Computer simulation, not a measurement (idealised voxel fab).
process module | voxel fin reveal
cross-section cut | 200 nm wide | cells 5 nm
A cross-section is a grid of square cells, given in bands from the top down. A band is one or more rows of cells.
Each band's line starts with the height of the band's top and of its bottom, in nm. Then come its materials from left to right, each with its width in nm. One material with "throughout" fills the band from edge to edge. "air" is empty space.
Height 0 is the level under which the wafer as received is all one material. The lowest band goes on downwards, as in "0 down".
A width such as "30 to 40" changes by the same amount from each row of cells to the next, from the band's top row to its bottom row.
"no change" after a step means that no cell of the cross-section changed.
closed voids: empty space of 8 cells or more with no open way to the top, each as width x height at its distance from the left edge, in nm
after a step's settings: what the simulator itself notes on the step
overlay nm, on a step with a mask: how far to the right of its planned place the mask lay; to the left if negative
plan
1 op RECEIVE | material Si
2 op CONFORMAL_DEP | material SiN | thk nm 5
3 op MASKED_ETCH | tone cover | mask id FINS | width nm 15 | pitch nm 40 | etch materials SiN | depth nm 5 | overlay nm 0
4 op MASKED_ETCH | tone cover | mask id FINS | width nm 15 | pitch nm 40 | etch materials Si | depth nm 40 | overlay nm 0
5 op OXIDIZE | depth nm 5
6 op FILL_DEP | material SiO2 | thk nm 5
7 op CMP | height nm 5
8 op SELECTIVE_ETCH | etch materials SiO2 | depth nm 20
9 op STRIP | etch materials SiN
as received, after step 1
  0 down: Si throughout
  closed voids: none
first wafer at the end, as planned
  0 to -15: air 55 | Si 5 | air 35 | Si 5 | air 35 | Si 5 | air 60
  -15 to -45: SiO2 55 | Si 5 | SiO2 35 | Si 5 | SiO2 35 | Si 5 | SiO2 60
  -45 down: Si throughout
  closed voids: none
second wafer at the end: like start, like plan, one mistake
  0 to -15: air 55 | Si 5 | air 35 | Si 5 | air 35 | Si 5 | air 60
  -15 to -20: SiO2 30 | air 25 | Si 5 | air 35 | Si 5 | air 35 | Si 5 | air 25 | SiO2 35
  -20 to -45: SiO2 55 | Si 5 | SiO2 35 | Si 5 | SiO2 35 | Si 5 | SiO2 60
  -45 down: Si throughout
  closed voids: none
what went wrong: steps 8 and 9 were swapped
at the end the second wafer has, in cells: 24 fewer of SiO2
